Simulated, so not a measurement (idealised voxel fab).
This is a process module. Its name is voxel local oxidation.
This is section cut - it's 240 nm across, gridded in 5 nm square cells.
Throughout this document, each cross-section is represented as a grid of square cells and is presented as a sequence of bands enumerated from the top downward, where a band comprises one or more rows of cells.
Heights first: top, then bottom, in nm. Then materials, left to right, each with a width in nm. "throughout" on a single material: fills the band edge to edge. "blank": empty space.
Measure heights from 0. That's the level where, below it, the as-received wafer is all one material. The lowest band is bottomless and extends downward; write it as in "0 down".
Graded width ("30 to 40"): value in top row of band = first number; value in bottom row = second number; row-to-row change constant.
The cross-section has no changed cell in any step marked "no change occurred".
Entry "Closed voids list". Content: empty spaces with no open connection to the top, size 8 cells or greater. Each: width x height at distance. Distance: from left edge. Unit: nm.
The remark found on a step's line after its settings is issued by the simulator itself and pertains to that step.
On any step carrying a mask, the "overlay nm" setting, if present on the step's line, tells how far right of its planned place the mask lay; negative values point to the left.
### These are the steps we planned for the process
1) RECEIVE: material Si
2) CONFORMAL_DEP: material SiO2, thk nm 5
3) CONFORMAL_DEP: material SiN, thk nm 10
4) DIRECTIONAL_DEP: material aC, thk nm 15
5) PATTERN: tone cover, mask id ACTIVE, material resist, width nm 115, thk nm 30, overlay nm 0
6) DIRECTIONAL_ETCH: etch materials aC, depth nm 15
7) STRIP: etch materials resist
8) DIRECTIONAL_ETCH: etch materials SiN, depth nm 10
9) STRIP: etch materials aC
10) SELECTIVE_ETCH: etch materials SiO2, depth nm 5
11) OXIDIZE: depth nm 5
12) STRIP: etch materials SiN
The wafers are alike at the start. At step 11, their depth nm differs. The plan lists the first wafer's value.
### Cross-sectional view of the first of several wafers in the as-received condition, corresponding to the state following step 1
	0 down  Si throughout
	Closed voids list: none
### First of several wafers: cross-section at the end of the module, after step 12, its last step
	5 to 0  blank 65, then SiO2 105, then blank 70
	0 to -5  SiO2 70, then Si 95, then SiO2 75
	-5 down  Si throughout
	Closed voids list: none
### Here's the last wafer cross-sectioned at the end of the module
	5 to 0  blank 65, then SiO2 105, then blank 70
	0 to -25  SiO2 90, then Si 55, then SiO2 95
	-25 down  Si throughout
	Closed voids list: none
### Tabulated below, wafer by wafer, are the end-of-module results: for each material, the number of cells gained (+) or lost (-) relative to the as-received state, followed by the closed voids
depth nm 5 | -29 Si | +50 SiO2 | Closed voids list: none
depth nm 10 | -62 Si | +83 SiO2 | Closed voids list: none
depth nm 15 | -99 Si | +120 SiO2 | Closed voids list: none
depth nm 20 | -140 Si | +161 SiO2 | Closed voids list: none
depth nm 25 | -185 Si | +206 SiO2 | Closed voids list: none
